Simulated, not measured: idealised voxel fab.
Documented hereafter: the process module known as voxel ribs on slabs.
The cross-section on display is named cut; it measures 265 nm wide, and its cells are 5 nm squares.
The cross-sections in this document take the form of a grid made of square cells. They are written out as bands, in order from top to bottom. Each band consists of one or more rows of cells. Top height, bottom height, nm. Materials left to right, width each, nm. Single material + "edge to edge" = fills band edge to edge. "empty" = empty. Heights are reckoned from 0. Under this level, the received wafer is all of one material. The bottommost band is open-ended downward, for example "z 0 and below". The width entry "30..40" should be interpreted row by row: the top row of cells in the band takes the first number, the bottom row takes the second number, and the change between adjacent rows is uniform throughout. "no alteration" -> step changed no cross-section cell. Listed in "Sealed internal cavities": every empty space of 8 or more cells without an open way to the top. Form: width x height at distance, the distance being from the left edge, all in nm. What comes after the settings on a step's line is commentary from the simulator itself on that step. Regarding "overlay nm": on a step with a mask, it is the distance the mask lay to the right of its planned place; a negative value places it to the left.

The steps planned for the process are as follows
| 1 | RECEIVE,material Si |
| 2 | DIRECTIONAL_DEP,material SiO2,thk nm 20 |
| 3 | DIRECTIONAL_DEP,material polySi,thk nm 20 |
| 4 | PATTERN,tone cover,mask id RIB,material resist,width nm 30,thk nm 15,overlay nm 0 |
| 5 | DIRECTIONAL_ETCH,etch materials polySi,depth nm 5 |
| 6 | STRIP,etch materials resist |
| 7 | PATTERN,tone cover,mask id SLAB,material resist,width nm 90,thk nm 20,overlay nm 0 |
| 8 | DIRECTIONAL_ETCH,etch materials polySi,depth nm 15 |
| 9 | STRIP,etch materials resist |
| 10 | FILL_DEP,material SiO2,thk nm 30 |
| 11 | CMP,height nm 60 |
| 12 | DIRECTIONAL_DEP,material TiN,thk nm 10 |
| 13 | PATTERN,tone cover,mask id HEATER,material resist,width nm 40,thk nm 15,overlay nm 0 |
| 14 | DIRECTIONAL_ETCH,etch materials TiN,depth nm 10 |
| 15 | STRIP,etch materials resist |
| 16 | CONFORMAL_DEP,material SiN,thk nm 5 |

As-received wafer cross-section (after step 1)
    z 0 and below  Si edge to edge
    Sealed internal cavities: none

Run as planned - first of the two wafers cross-sectioned at the end of the module
    z 75 to 70  empty: 105 | SiN: 50 | empty: 110
    z 70 to 65  empty: 105 | SiN: 5 | TiN: 40 | SiN: 5 | empty: 110
    z 65 to 60  SiN: 110 | TiN: 40 | SiN: 115
    z 60 to 40  SiO2 edge to edge
    z 40 to 35  SiO2: 115 | polySi: 30 | SiO2: 120
    z 35 to 20  SiO2: 85 | polySi: 90 | SiO2: 90
    z 20 to 0  SiO2 edge to edge
    z 0 and below  Si edge to edge
    Sealed internal cavities: none

Presented here is a cross-section of the second of the two wafers as it stood at the end of the module. It was started in the same manner and assigned the same plan as the first wafer; however, one mistake was made in its execution
    z 75 to 70  empty: 105 | SiN: 50 | empty: 110
    z 70 to 65  empty: 105 | SiN: 5 | TiN: 40 | SiN: 5 | empty: 110
    z 65 to 60  SiN: 110 | TiN: 40 | SiN: 115
    z 60 to 40  SiO2 edge to edge
    z 40 to 35  SiO2: 105 | polySi: 30 | SiO2: 130
    z 35 to 20  SiO2: 85 | polySi: 90 | SiO2: 90
    z 20 to 0  SiO2 edge to edge
    z 0 and below  Si edge to edge
    Sealed internal cavities: none
Plan not followed: step 4, actual vs plan mismatch, actual run PATTERN,tone cover,mask id RIB,material resist,width nm 30,thk nm 15,overlay nm -10
Tallied in cells, the final second wafer holds each material in the same quantity as the first, although not at the same places.
